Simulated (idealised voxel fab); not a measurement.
process module | voxel transistor to metal
cross-section cut | 145 nm wide | cells 5 nm
A cross-section is a grid of square cells, given in bands from the top down. A band is one or more rows of cells.
Each band's line starts with the height of the band's top and of its bottom, in nm. Then come its materials from left to right, each with its width in nm. One material with "throughout" fills the band from edge to edge. "air" is empty space.
Height 0 is the level under which the wafer as received is all one material. The lowest band goes on downwards, as in "0 down".
A width such as "30 to 40" changes by the same amount from each row of cells to the next, from the band's top row to its bottom row.
"no change" after a step means that no cell of the cross-section changed.
closed voids: empty space of 8 cells or more with no open way to the top, each as width x height at its distance from the left edge, in nm
after a step's settings: what the simulator itself notes on the step
overlay nm, on a step with a mask: how far to the right of its planned place the mask lay; to the left if negative
plan
1 op RECEIVE | material Si
2 op OXIDIZE | depth nm 5
3 op CONFORMAL_DEP | material SiN | thk nm 10
4 op DIRECTIONAL_DEP | material aC | thk nm 10
5 op PATTERN | tone cover | mask id ACTIVE | material resist | width nm 115 | thk nm 25 | overlay nm 0
6 op DIRECTIONAL_ETCH | etch materials aC | depth nm 10
7 op STRIP | etch materials resist
8 op DIRECTIONAL_ETCH | etch materials SiN | depth nm 10
9 op DIRECTIONAL_ETCH | etch materials SiO2 | depth nm 5
10 op DIRECTIONAL_ETCH | etch materials Si | depth nm 20
11 op STRIP | etch materials aC
12 op FILL_DEP | material SiO2 | thk nm 5
13 op CMP | height nm 10
14 op SELECTIVE_ETCH | etch materials SiO2 | depth nm 5
15 op STRIP | etch materials SiN
16 op SELECTIVE_ETCH | etch materials SiO2 | depth nm 5
17 op OXIDIZE | depth nm 5
18 op DIRECTIONAL_DEP | material polySi | thk nm 30
19 op DIRECTIONAL_DEP | material SiCN | thk nm 15
20 op PATTERN | tone cover | mask id GATE | material resist | width nm 25 | thk nm 20 | overlay nm 0
21 op DIRECTIONAL_ETCH | etch materials SiCN | depth nm 25
22 op DIRECTIONAL_ETCH | etch materials polySi | depth nm 40
23 op STRIP | etch materials resist
24 op CONFORMAL_DEP | material SiN | thk nm 5
25 op DIRECTIONAL_ETCH | etch materials SiN | depth nm 5
26 op DIRECTIONAL_ETCH | etch materials SiO2 | depth nm 5
27 op DIRECTIONAL_ETCH | etch materials Si | depth nm 10
28 op EPI | material pSi | thk nm 10
29 op FILL_DEP | material SiO2 | thk nm 5
30 op CMP | height nm 25
31 op STRIP | etch materials polySi
32 op SELECTIVE_ETCH | etch materials SiO2 | depth nm 5
33 op CONFORMAL_DEP | material HfO2 | thk nm 5
34 op CONFORMAL_DEP | material TiN | thk nm 5
35 op FILL_DEP | material W | thk nm 10
36 op CMP | height nm 20
37 op DIRECTIONAL_DEP | material SiO2 | thk nm 15
38 op DIRECTIONAL_DEP | material aC | thk nm 15
39 op PATTERN | tone open | mask id CONTACT | material resist | width nm 20 | pitch nm 75 | thk nm 35 | overlay nm 0
40 op DIRECTIONAL_ETCH | etch materials aC | depth nm 15
41 op STRIP | etch materials resist
42 op DIRECTIONAL_ETCH | etch materials SiO2 | depth nm 45
43 op STRIP | etch materials aC
44 op CONFORMAL_DEP | material TiN | thk nm 5
45 op FILL_DEP | material W | thk nm 10
46 op CMP | height nm 35
47 op CONFORMAL_DEP | material SiCN | thk nm 5
48 op DIRECTIONAL_DEP | material lowk | thk nm 15
49 op MASKED_ETCH | tone open | mask id METAL_1 | width nm 20 | pitch nm 75 | etch materials lowk | depth nm 15 | overlay nm 0
50 op MASKED_ETCH | tone open | mask id METAL_1 | width nm 20 | pitch nm 75 | etch materials SiCN | depth nm 5 | overlay nm 0
51 op CONFORMAL_DEP | material TiN | thk nm 5
52 op FILL_DEP | material Ru | thk nm 10
53 op CMP | height nm 55
54 op EPI | material Ru | thk nm 5
55 op FILL_DEP | material SiCN | thk nm 5
as received, after step 1
  0 down: Si throughout
  closed voids: none
a wafer at the end: this start, this plan, one mistake
  65 to 60: SiCN throughout
  60 to 55: Ru throughout
  55 to 50: TiN 30 | Ru 10 | TiN 65 | Ru 10 | TiN 30
  50 to 40: lowk 25 | TiN 5 | Ru 10 | TiN 5 | lowk 55 | TiN 5 | Ru 10 | TiN 5 | lowk 25
  40 to 35: SiCN 25 | TiN 20 | SiCN 55 | TiN 20 | SiCN 25
  35 to 20: SiO2 25 | TiN 5 | W 10 | TiN 5 | SiO2 55 | TiN 5 | W 10 | TiN 5 | SiO2 25
  20 to 0: SiO2 25 | TiN 5 | W 10 | TiN 5 | SiO2 10 | SiN 5 | HfO2 5 | TiN 5 | W 5 | TiN 5 | HfO2 5 | SiN 5 | SiO2 10 | TiN 5 | W 10 | TiN 5 | SiO2 25
  0 to -5: SiO2 10 | SiN 5 | SiO2 10 | TiN 5 | W 10 | TiN 5 | pSi 10 | SiN 5 | HfO2 5 | TiN 15 | HfO2 5 | SiN 5 | pSi 10 | TiN 5 | W 10 | TiN 5 | SiO2 10 | SiN 5 | SiO2 10
  -5 to -10: SiO2 25 | TiN 20 | pSi 10 | HfO2 35 | pSi 10 | TiN 20 | SiO2 25
  -10 to -20: SiO2 15 | pSi 40 | Si 35 | pSi 40 | SiO2 15
  -20 to -25: SiO2 15 | Si 115 | SiO2 15
  -25 down: Si throughout
  closed voids: none
what went wrong: step 48 ran as: op DIRECTIONAL_DEP | material lowk | thk nm 10
